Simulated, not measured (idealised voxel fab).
Herein follows the process module entitled voxel gate over fins.
Shown is cross-section cut, with a width of 240 nm and square cells of size 5 nm.
A cross-section is a grid of square cells, given in bands from the top down. A band is one or more rows of cells. Band entry format. Leading values: height of top, height of bottom, nm. Remainder: materials in left-to-right order, each with its width in nm. Special words: "all across" on a single material, which then fills the band edge to edge; "blank", empty space. Height reference: 0 = level under which incoming wafer is all one material. Lowest band: no bottom, runs on downward, e.g. "0 -> down". Note: "30..40" means the width goes from the first number (top row of the band) to the second number (bottom row) in equal steps per row of cells. Key: "remains unaltered" - step with no changed cell in the cross-section. "Voids, sealed" lists enclosed empty spaces (at least 8 cells, no open path upward to the top), each as width x height at distance from the left edge, in nm. What comes after the settings on a step's line is commentary from the simulator itself on that step. overlay nm: mask offset rightward from planned place, masked step; negative means leftward offset.
The process steps that were planned are listed below:
- 1: RECEIVE,material Si
- 2: CONFORMAL_DEP,material SiN,thk nm 5
- 3: DIRECTIONAL_DEP,material aC,thk nm 10
- 4: PATTERN,tone cover,mask id FINS,material resist,width nm 15,pitch nm 40,thk nm 30,overlay nm 0
- 5: DIRECTIONAL_ETCH,etch materials aC,depth nm 10
- 6: STRIP,etch materials resist
- 7: DIRECTIONAL_ETCH,etch materials SiN,depth nm 5
- 8: DIRECTIONAL_ETCH,etch materials Si,depth nm 40
- 9: STRIP,etch materials aC
- 10: OXIDIZE,depth nm 5
- 11: FILL_DEP,material SiO2,thk nm 5
- 12: CMP,height nm 5
- 13: SELECTIVE_ETCH,etch materials SiO2,depth nm 15
- 14: STRIP,etch materials SiN
- 15: CONFORMAL_DEP,material HfO2,thk nm 5
- 16: CONFORMAL_DEP,material TiN,thk nm 5
- 17: FILL_DEP,material W,thk nm 15
- 18: CMP,height nm 20
- 19: CONFORMAL_DEP,material SiN,thk nm 10
First wafer, two in total, run as planned:
Here's what the wafer looked like in cross-section when it arrived - that's after step 1:
* 0 -> down: Si all across
* Voids, sealed: none
Presented here is a cross-section of the wafer after step 2 has been performed:
* 5 -> 0: SiN all across
* At heights below 0, the structure remains unaltered.
Presented here is a cross-section of the wafer after step 3 has been performed:
* 15 -> 5: aC all across
* At heights below 5, the structure remains unaltered.
Presented here is a cross-section of the wafer after step 4 has been performed:
* 45 -> 15: blank=70; resist=15; blank=25; resist=15; blank=25; resist=15; blank=75
* At heights below 15, the structure remains unaltered.
Presented here is a cross-section of the wafer after step 5 has been performed:
* 35 -> 15: blank=70; resist=15; blank=25; resist=15; blank=25; resist=15; blank=75
* 15 -> 5: blank=70; aC=15; blank=25; aC=15; blank=25; aC=15; blank=75
* At heights below 5, the structure remains unaltered.
Presented here is a cross-section of the wafer after step 6 has been performed:
* 15 -> 5: blank=70; aC=15; blank=25; aC=15; blank=25; aC=15; blank=75
* At heights below 5, the structure remains unaltered.
Presented here is a cross-section of the wafer after step 7 has been performed:
* 15 -> 5: blank=70; aC=15; blank=25; aC=15; blank=25; aC=15; blank=75
* 5 -> 0: blank=70; SiN=15; blank=25; SiN=15; blank=25; SiN=15; blank=75
* At heights below 0, the structure remains unaltered.
Presented here is a cross-section of the wafer after step 8 has been performed:
* 15 -> 5: blank=70; aC=15; blank=25; aC=15; blank=25; aC=15; blank=75
* 5 -> 0: blank=70; SiN=15; blank=25; SiN=15; blank=25; SiN=15; blank=75
* 0 -> -40: blank=70; Si=15; blank=25; Si=15; blank=25; Si=15; blank=75
* At heights below -40, the structure remains unaltered.
Presented here is a cross-section of the wafer after step 9 has been performed:
* 5 -> 0: blank=70; SiN=15; blank=25; SiN=15; blank=25; SiN=15; blank=75
* At heights below 0, the structure remains unaltered.
Presented here is a cross-section of the wafer after step 10 has been performed:
* 5 -> 0: blank=70; SiN=15; blank=25; SiN=15; blank=25; SiN=15; blank=75
* 0 -> -40: blank=70; SiO2=5; Si=5; SiO2=5; blank=25; SiO2=5; Si=5; SiO2=5; blank=25; SiO2=5; Si=5; SiO2=5; blank=75
* -40 -> -45: SiO2=75; Si=5; SiO2=35; Si=5; SiO2=35; Si=5; SiO2=80
* At heights below -45, the structure remains unaltered.
Presented here is a cross-section of the wafer after step 11 has been performed:
* 10 -> 5: SiO2 all across
* 5 -> 0: SiO2=70; SiN=15; SiO2=25; SiN=15; SiO2=25; SiN=15; SiO2=75
* 0 -> -45: SiO2=75; Si=5; SiO2=35; Si=5; SiO2=35; Si=5; SiO2=80
* At heights below -45, the structure remains unaltered.
Presented here is a cross-section of the wafer after step 12 has been performed:
* 5 -> 0: SiO2=70; SiN=15; SiO2=25; SiN=15; SiO2=25; SiN=15; SiO2=75
* At heights below 0, the structure remains unaltered.
Presented here is a cross-section of the wafer after step 13 has been performed:
* 5 -> 0: blank=70; SiN=15; blank=25; SiN=15; blank=25; SiN=15; blank=75
* 0 -> -10: blank=75; Si=5; blank=35; Si=5; blank=35; Si=5; blank=80
* At heights below -10, the structure remains unaltered.
Presented here is a cross-section of the wafer after step 14 has been performed:
* 0 -> -10: blank=75; Si=5; blank=35; Si=5; blank=35; Si=5; blank=80
* At heights below -10, the structure remains unaltered.
Presented here is a cross-section of the wafer after step 15 has been performed:
* 5 -> 0: blank=70; HfO2=15; blank=25; HfO2=15; blank=25; HfO2=15; blank=75
* 0 -> -5: blank=70; HfO2=5; Si=5; HfO2=5; blank=25; HfO2=5; Si=5; HfO2=5; blank=25; HfO2=5; Si=5; HfO2=5; blank=75
* -5 -> -10: HfO2=75; Si=5; HfO2=35; Si=5; HfO2=35; Si=5; HfO2=80
* At heights below -10, the structure remains unaltered.
Presented here is a cross-section of the wafer after step 16 has been performed:
* 10 -> 5: blank=65; TiN=25; blank=15; TiN=25; blank=15; TiN=25; blank=70
* 5 -> 0: blank=65; TiN=5; HfO2=15; TiN=5; blank=15; TiN=5; HfO2=15; TiN=5; blank=15; TiN=5; HfO2=15; TiN=5; blank=70
* 0 -> -5: TiN=70; HfO2=5; Si=5; HfO2=5; TiN=25; HfO2=5; Si=5; HfO2=5; TiN=25; HfO2=5; Si=5; HfO2=5; TiN=75
* At heights below -5, the structure remains unaltered.
Presented here is a cross-section of the wafer after step 17 has been performed:
* 25 -> 10: W all across
* 10 -> 5: W=65; TiN=25; W=15; TiN=25; W=15; TiN=25; W=70
* 5 -> 0: W=65; TiN=5; HfO2=15; TiN=5; W=15; TiN=5; HfO2=15; TiN=5; W=15; TiN=5; HfO2=15; TiN=5; W=70
* At heights below 0, the structure remains unaltered.
Presented here is a cross-section of the wafer after step 18 has been performed:
* 20 -> 10: W all across
* At heights below 10, the structure remains unaltered.
Presented here is a cross-section of the wafer after step 19 has been performed:
* 30 -> 20: SiN all across
* At heights below 20, the structure remains unaltered.
For the second wafer, take the first wafer's start and plan, then add one mistake made in running it; everything through step 12, that step included, is shared with the first:
Second wafer at the planned finish of step 13, seen in cross-section:
* 5 -> 0: blank=70; SiN=15; blank=25; SiN=15; blank=25; SiN=15; blank=75
* 0 -> -25: blank=75; Si=5; blank=35; Si=5; blank=35; Si=5; blank=80
* At heights below -25, the structure remains unaltered.
Second wafer at the planned finish of step 14, seen in cross-section:
* 0 -> -25: blank=75; Si=5; blank=35; Si=5; blank=35; Si=5; blank=80
* At heights below -25, the structure remains unaltered.
Second wafer at the planned finish of step 15, seen in cross-section:
* 5 -> 0: blank=70; HfO2=15; blank=25; HfO2=15; blank=25; HfO2=15; blank=75
* 0 -> -20: blank=70; HfO2=5; Si=5; HfO2=5; blank=25; HfO2=5; Si=5; HfO2=5; blank=25; HfO2=5; Si=5; HfO2=5; blank=75
* -20 -> -25: HfO2=75; Si=5; HfO2=35; Si=5; HfO2=35; Si=5; HfO2=80
* At heights below -25, the structure remains unaltered.
Second wafer at the planned finish of step 16, seen in cross-section:
* 10 -> 5: blank=65; TiN=25; blank=15; TiN=25; blank=15; TiN=25; blank=70
* 5 -> 0: blank=65; TiN=5; HfO2=15; TiN=5; blank=15; TiN=5; HfO2=15; TiN=5; blank=15; TiN=5; HfO2=15; TiN=5; blank=70
* 0 -> -15: blank=65; TiN=5; HfO2=5; Si=5; HfO2=5; TiN=5; blank=15; TiN=5; HfO2=5; Si=5; HfO2=5; TiN=5; blank=15; TiN=5; HfO2=5; Si=5; HfO2=5; TiN=5; blank=70
* -15 -> -20: TiN=70; HfO2=5; Si=5; HfO2=5; TiN=25; HfO2=5; Si=5; HfO2=5; TiN=25; HfO2=5; Si=5; HfO2=5; TiN=75
* At heights below -20, the structure remains unaltered.
Second wafer at the planned finish of step 17, seen in cross-section:
* 25 -> 10: W all across
* 10 -> 5: W=65; TiN=25; W=15; TiN=25; W=15; TiN=25; W=70
* 5 -> 0: W=65; TiN=5; HfO2=15; TiN=5; W=15; TiN=5; HfO2=15; TiN=5; W=15; TiN=5; HfO2=15; TiN=5; W=70
* 0 -> -15: W=65; TiN=5; HfO2=5; Si=5; HfO2=5; TiN=5; W=15; TiN=5; HfO2=5; Si=5; HfO2=5; TiN=5; W=15; TiN=5; HfO2=5; Si=5; HfO2=5; TiN=5; W=70
* At heights below -15, the structure remains unaltered.
Second wafer at the planned finish of step 18, seen in cross-section:
* 20 -> 10: W all across
* At heights below 10, the structure remains unaltered.
Second wafer at the planned finish of step 19, seen in cross-section:
* 30 -> 20: SiN all across
* At heights below 20, the structure remains unaltered.
The plan and the run diverged here: in the plan, step 13 was performed twice
Wrapping up, a cell-based count of both wafers puts the second over or under the first for these materials: HfO2 +18, SiO2 -135, TiN +18, W +99
